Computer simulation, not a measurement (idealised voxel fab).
The name of this process module is voxel trench capacitor.
We display cut, a cross-section 240 nm in width whose square cells are each 5 nm.
Throughout this document, each cross-section is represented as a grid of square cells and is presented as a sequence of bands enumerated from the top downward, where a band comprises one or more rows of cells.
The band entry comprises the height of the band's top followed by the height of its bottom, expressed in nm, and subsequently the band's materials from left to right, each stated together with its width in nm. Where a single material is marked with the word "all across", that material fills the band from edge to edge. The word "blank" represents empty space.
Note: height 0 marks the level under which the wafer is uniformly one material as received. Lowest band unbounded below, written "z 0 and below".
Graded width ("30..40"): value in top row of band = first number; value in bottom row = second number; row-to-row change constant.
Basically "remained unchanged" means that step didn't change any cell in the cross-section.
You'll see "Completely enclosed voids" listing empty spaces that have no way open to the top, as long as they're 8 cells or more; the notation is width x height at distance, where the distance is from the left edge, and all of it is in nm.
Anything after a step's settings on that line? It's the simulator's own note about the step.
Each step line may optionally specify "overlay nm", which for a step with a mask gives the rightward distance between the mask's planned place and where it lay, a negative value indicating the leftward direction.
-- Process steps - plan
1. RECEIVE,material Si
2. CONFORMAL_DEP,material SiN,thk nm 5
3. DIRECTIONAL_DEP,material aC,thk nm 15
4. PATTERN,tone open,mask id TRENCH,material resist,width nm 25,pitch nm 50,thk nm 30,overlay nm -15
5. DIRECTIONAL_ETCH,etch materials aC,depth nm 15
6. STRIP,etch materials resist
7. DIRECTIONAL_ETCH,etch materials SiN,depth nm 5
8. DIRECTIONAL_ETCH,etch materials Si,depth nm 25
9. STRIP,etch materials aC
10. CONFORMAL_DEP,material SiO2,thk nm 5
11. FILL_DEP,material polySi,thk nm 10
12. CMP,height nm 5
Same starting wafers, different overlay nm at step 4. Plan value belongs to the first wafer.
-- This is how the first of several wafers looked in cross-section when it arrived, which is after step 1
    z 0 and below  Si all across
    Completely enclosed voids: none
-- First wafer of several, cross-section, module end, after step 12 (last)
    z 5 to 0  SiN: 40, then SiO2: 5, then polySi: 15, then SiO2: 5, then SiN: 25, then SiO2: 5, then polySi: 15, then SiO2: 5, then SiN: 25, then SiO2: 5, then polySi: 15, then SiO2: 5, then SiN: 75
    z 0 to -20  Si: 40, then SiO2: 5, then polySi: 15, then SiO2: 5, then Si: 25, then SiO2: 5, then polySi: 15, then SiO2: 5, then Si: 25, then SiO2: 5, then polySi: 15, then SiO2: 5, then Si: 75
    z -20 to -25  Si: 40, then SiO2: 25, then Si: 25, then SiO2: 25, then Si: 25, then SiO2: 25, then Si: 75
    z -25 and below  Si all across
    Completely enclosed voids: none
-- Of the several wafers, the last: cross-section at the end of the module
    z 5 to 0  SiN: 70, then SiO2: 5, then polySi: 15, then SiO2: 5, then SiN: 25, then SiO2: 5, then polySi: 15, then SiO2: 5, then SiN: 25, then SiO2: 5, then polySi: 15, then SiO2: 5, then SiN: 45
    z 0 to -20  Si: 70, then SiO2: 5, then polySi: 15, then SiO2: 5, then Si: 25, then SiO2: 5, then polySi: 15, then SiO2: 5, then Si: 25, then SiO2: 5, then polySi: 15, then SiO2: 5, then Si: 45
    z -20 to -25  Si: 70, then SiO2: 25, then Si: 25, then SiO2: 25, then Si: 25, then SiO2: 25, then Si: 45
    z -25 and below  Si all across
    Completely enclosed voids: none
-- Per wafer, end of module: cells gained (+) or lost (-) per material since receipt, then closed voids
overlay nm -15; -75 Si; +33 SiN; +45 SiO2; +45 polySi; Completely enclosed voids: none
overlay nm -10; -75 Si; +33 SiN; +45 SiO2; +45 polySi; Completely enclosed voids: none
overlay nm -5; -75 Si; +33 SiN; +45 SiO2; +45 polySi; Completely enclosed voids: none
overlay nm 0; -75 Si; +33 SiN; +45 SiO2; +45 polySi; Completely enclosed voids: none
overlay nm 5; -75 Si; +33 SiN; +45 SiO2; +45 polySi; Completely enclosed voids: none
overlay nm 10; -75 Si; +33 SiN; +45 SiO2; +45 polySi; Completely enclosed voids: none
overlay nm 15; -75 Si; +33 SiN; +45 SiO2; +45 polySi; Completely enclosed voids: none
